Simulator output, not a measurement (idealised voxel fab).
Herein follows the process module entitled voxel self aligned vias.
The figure presents cross-section cut, which has a width of 155 nm and is divided into square cells with an edge length of 5 nm.
If you're reading a cross-section in this doc, picture square cells in a grid; it comes to you as bands, top ones listed first down to the bottom, and a band can be one or more rows of cells.
Band: top height; bottom height; in nm. Then, left to right: material with width in nm, for each material. "throughout": a single material spanning edge to edge. "air": empty space.
Below 0: as-received wafer, all one material; heights counted from there. Lowest band: no bottom, goes on down, written "from 0 down".
Per-row width for "30->40": begins at first number (top row of band), ends at second number (bottom row), increment between rows held constant.
Where a step carries "no modifications", the cross-section came out of it unchanged, cell for cell.
The entry "Cavities, closed" lists the empty spaces that cover at least 8 cells and have no open path to the top. Each is written as width x height at distance, where the distance is measured from the left edge and all three values are in nm.
What comes after the settings on a step's line is commentary from the simulator itself on that step.
"overlay nm" answers the question of how far to the right of plan the mask lay on a step that has a mask, and when it is negative the answer is to the left.

# Below is the list of planned process steps
1: op RECEIVE | material Si
2: op CONFORMAL_DEP | material SiO2 | thk nm 15
3: op CONFORMAL_DEP | material SiCN | thk nm 5
4: op DIRECTIONAL_DEP | material SiO2 | thk nm 25
5: op PATTERN | tone open | mask id LINES | material resist | width nm 30 | pitch nm 55 | thk nm 15 | overlay nm 0
6: op DIRECTIONAL_ETCH | etch materials SiO2 | depth nm 25
7: op STRIP | etch materials resist
8: op CONFORMAL_DEP | material TiN | thk nm 5
9: op FILL_DEP | material W | thk nm 10
10: op CMP | height nm 45
11: op SELECTIVE_ETCH | etch materials W Ru TiN | depth nm 5
12: op FILL_DEP | material SiN | thk nm 10
13: op CMP | height nm 45
14: op DIRECTIONAL_DEP | material SiO2 | thk nm 15
15: op MASKED_ETCH | tone open | mask id VIAS | width nm 40 | pitch nm 55 | etch materials SiO2 | depth nm 15 | overlay nm 0
16: op MASKED_ETCH | tone open | mask id VIAS | width nm 40 | pitch nm 55 | etch materials SiN | depth nm 5 | overlay nm 0
17: op CONFORMAL_DEP | material TiN | thk nm 5
18: op FILL_DEP | material Ru | thk nm 10
19: op CMP | height nm 60
20: op CONFORMAL_DEP | material SiCN | thk nm 5

# First of two wafers - as planned

# This is the cross-section of the wafer as we received it, i.e. after step 1
- from 0 down | Si throughout
- Cavities, closed: none

# How the wafer stands in section after step 2
- from 15 to 0 | SiO2 throughout
- No changes below 0.

# How the wafer stands in section after step 3
- from 20 to 15 | SiCN throughout
- No changes below 15.

# How the wafer stands in section after step 4
- from 45 to 20 | SiO2 throughout
- No changes below 20.

# How the wafer stands in section after step 5
- from 60 to 45 | 35 nm resist; 30 nm air; 25 nm resist; 30 nm air; 35 nm resist
- No changes below 45.

# How the wafer stands in section after step 6
- from 60 to 45 | 35 nm resist; 30 nm air; 25 nm resist; 30 nm air; 35 nm resist
- from 45 to 20 | 35 nm SiO2; 30 nm air; 25 nm SiO2; 30 nm air; 35 nm SiO2
- No changes below 20.

# How the wafer stands in section after step 7
- from 45 to 20 | 35 nm SiO2; 30 nm air; 25 nm SiO2; 30 nm air; 35 nm SiO2
- No changes below 20.

# How the wafer stands in section after step 8
- from 50 to 45 | 40 nm TiN; 20 nm air; 35 nm TiN; 20 nm air; 40 nm TiN
- from 45 to 25 | 35 nm SiO2; 5 nm TiN; 20 nm air; 5 nm TiN; 25 nm SiO2; 5 nm TiN; 20 nm air; 5 nm TiN; 35 nm SiO2
- from 25 to 20 | 35 nm SiO2; 30 nm TiN; 25 nm SiO2; 30 nm TiN; 35 nm SiO2
- No changes below 20.

# How the wafer stands in section after step 9
- from 60 to 50 | W throughout
- from 50 to 45 | 40 nm TiN; 20 nm W; 35 nm TiN; 20 nm W; 40 nm TiN
- from 45 to 25 | 35 nm SiO2; 5 nm TiN; 20 nm W; 5 nm TiN; 25 nm SiO2; 5 nm TiN; 20 nm W; 5 nm TiN; 35 nm SiO2
- No changes below 25.

# How the wafer stands in section after step 10
- from 45 to 25 | 35 nm SiO2; 5 nm TiN; 20 nm W; 5 nm TiN; 25 nm SiO2; 5 nm TiN; 20 nm W; 5 nm TiN; 35 nm SiO2
- No changes below 25.

# How the wafer stands in section after step 11
- from 45 to 40 | 35 nm SiO2; 30 nm air; 25 nm SiO2; 30 nm air; 35 nm SiO2
- No changes below 40.

# How the wafer stands in section after step 12
- from 55 to 45 | SiN throughout
- from 45 to 40 | 35 nm SiO2; 30 nm SiN; 25 nm SiO2; 30 nm SiN; 35 nm SiO2
- No changes below 40.

# How the wafer stands in section after step 13
- from 45 to 40 | 35 nm SiO2; 30 nm SiN; 25 nm SiO2; 30 nm SiN; 35 nm SiO2
- No changes below 40.

# How the wafer stands in section after step 14
- from 60 to 45 | SiO2 throughout
- No changes below 45.

# How the wafer stands in section after step 15
- from 60 to 45 | 30 nm SiO2; 40 nm air; 15 nm SiO2; 40 nm air; 30 nm SiO2
- No changes below 45.

# How the wafer stands in section after step 16
- from 60 to 45 | 30 nm SiO2; 40 nm air; 15 nm SiO2; 40 nm air; 30 nm SiO2
- from 45 to 40 | 35 nm SiO2; 30 nm air; 25 nm SiO2; 30 nm air; 35 nm SiO2
- No changes below 40.

# How the wafer stands in section after step 17
- from 65 to 60 | 35 nm TiN; 30 nm air; 25 nm TiN; 30 nm air; 35 nm TiN
- from 60 to 50 | 30 nm SiO2; 5 nm TiN; 30 nm air; 5 nm TiN; 15 nm SiO2; 5 nm TiN; 30 nm air; 5 nm TiN; 30 nm SiO2
- from 50 to 45 | 30 nm SiO2; 10 nm TiN; 20 nm air; 10 nm TiN; 15 nm SiO2; 10 nm TiN; 20 nm air; 10 nm TiN; 30 nm SiO2
- from 45 to 40 | 35 nm SiO2; 30 nm TiN; 25 nm SiO2; 30 nm TiN; 35 nm SiO2
- No changes below 40.

# How the wafer stands in section after step 18
- from 75 to 65 | Ru throughout
- from 65 to 60 | 35 nm TiN; 30 nm Ru; 25 nm TiN; 30 nm Ru; 35 nm TiN
- from 60 to 50 | 30 nm SiO2; 5 nm TiN; 30 nm Ru; 5 nm TiN; 15 nm SiO2; 5 nm TiN; 30 nm Ru; 5 nm TiN; 30 nm SiO2
- from 50 to 45 | 30 nm SiO2; 10 nm TiN; 20 nm Ru; 10 nm TiN; 15 nm SiO2; 10 nm TiN; 20 nm Ru; 10 nm TiN; 30 nm SiO2
- No changes below 45.

# How the wafer stands in section after step 19
- from 60 to 50 | 30 nm SiO2; 5 nm TiN; 30 nm Ru; 5 nm TiN; 15 nm SiO2; 5 nm TiN; 30 nm Ru; 5 nm TiN; 30 nm SiO2
- No changes below 50.

# How the wafer stands in section after step 20
- from 65 to 60 | SiCN throughout
- No changes below 60.

# For the second wafer, take the first wafer's start and plan, then add one mistake made in running it; everything through step 2, that step included, is shared with the first

# Second wafer, cross-section, planned end of step 3
- from 40 to 0 | SiO2 throughout
- No changes below 0.

# Second wafer, cross-section, planned end of step 4
- from 45 to 40 | SiCN throughout
- No changes below 40.

# Second wafer, cross-section, planned end of step 5
- from 60 to 45 | 35 nm resist; 30 nm air; 25 nm resist; 30 nm air; 35 nm resist
- No changes below 45.

Second wafer, cross-section, planned end of step 6: no modifications

# Second wafer, cross-section, planned end of step 7
- from 45 to 40 | SiCN throughout
- No changes below 40.

# Second wafer, cross-section, planned end of step 8
- from 50 to 45 | TiN throughout
- No changes below 45.

# Second wafer, cross-section, planned end of step 9
- from 60 to 50 | W throughout
- No changes below 50.

# Second wafer, cross-section, planned end of step 10
- from 45 to 40 | SiCN throughout
- No changes below 40.

Second wafer, cross-section, planned end of step 11: no modifications

# Second wafer, cross-section, planned end of step 12
- from 55 to 45 | SiN throughout
- No changes below 45.

# Second wafer, cross-section, planned end of step 13
- from 45 to 40 | SiCN throughout
- No changes below 40.

# Second wafer, cross-section, planned end of step 14
- from 60 to 45 | SiO2 throughout
- No changes below 45.

# Second wafer, cross-section, planned end of step 15
- from 60 to 45 | 30 nm SiO2; 40 nm air; 15 nm SiO2; 40 nm air; 30 nm SiO2
- No changes below 45.

Second wafer, cross-section, planned end of step 16: no modifications

# Second wafer, cross-section, planned end of step 17
- from 65 to 60 | 35 nm TiN; 30 nm air; 25 nm TiN; 30 nm air; 35 nm TiN
- from 60 to 50 | 30 nm SiO2; 5 nm TiN; 30 nm air; 5 nm TiN; 15 nm SiO2; 5 nm TiN; 30 nm air; 5 nm TiN; 30 nm SiO2
- from 50 to 45 | 30 nm SiO2; 40 nm TiN; 15 nm SiO2; 40 nm TiN; 30 nm SiO2
- No changes below 45.

# Second wafer, cross-section, planned end of step 18
- from 75 to 65 | Ru throughout
- from 65 to 60 | 35 nm TiN; 30 nm Ru; 25 nm TiN; 30 nm Ru; 35 nm TiN
- from 60 to 50 | 30 nm SiO2; 5 nm TiN; 30 nm Ru; 5 nm TiN; 15 nm SiO2; 5 nm TiN; 30 nm Ru; 5 nm TiN; 30 nm SiO2
- No changes below 50.

# Second wafer, cross-section, planned end of step 19
- from 60 to 50 | 30 nm SiO2; 5 nm TiN; 30 nm Ru; 5 nm TiN; 15 nm SiO2; 5 nm TiN; 30 nm Ru; 5 nm TiN; 30 nm SiO2
- No changes below 50.

# Second wafer, cross-section, planned end of step 20
- from 65 to 60 | SiCN throughout
- No changes below 60.
Want to know what went wrong? deviation from plan: step 4 and step 3 executed in one another's positions
End of process, cell counts, second wafer against first, materials with more or fewer: Ru: 8 fewer; SiO2: 60 more; TiN: 28 fewer; W: 24 fewer
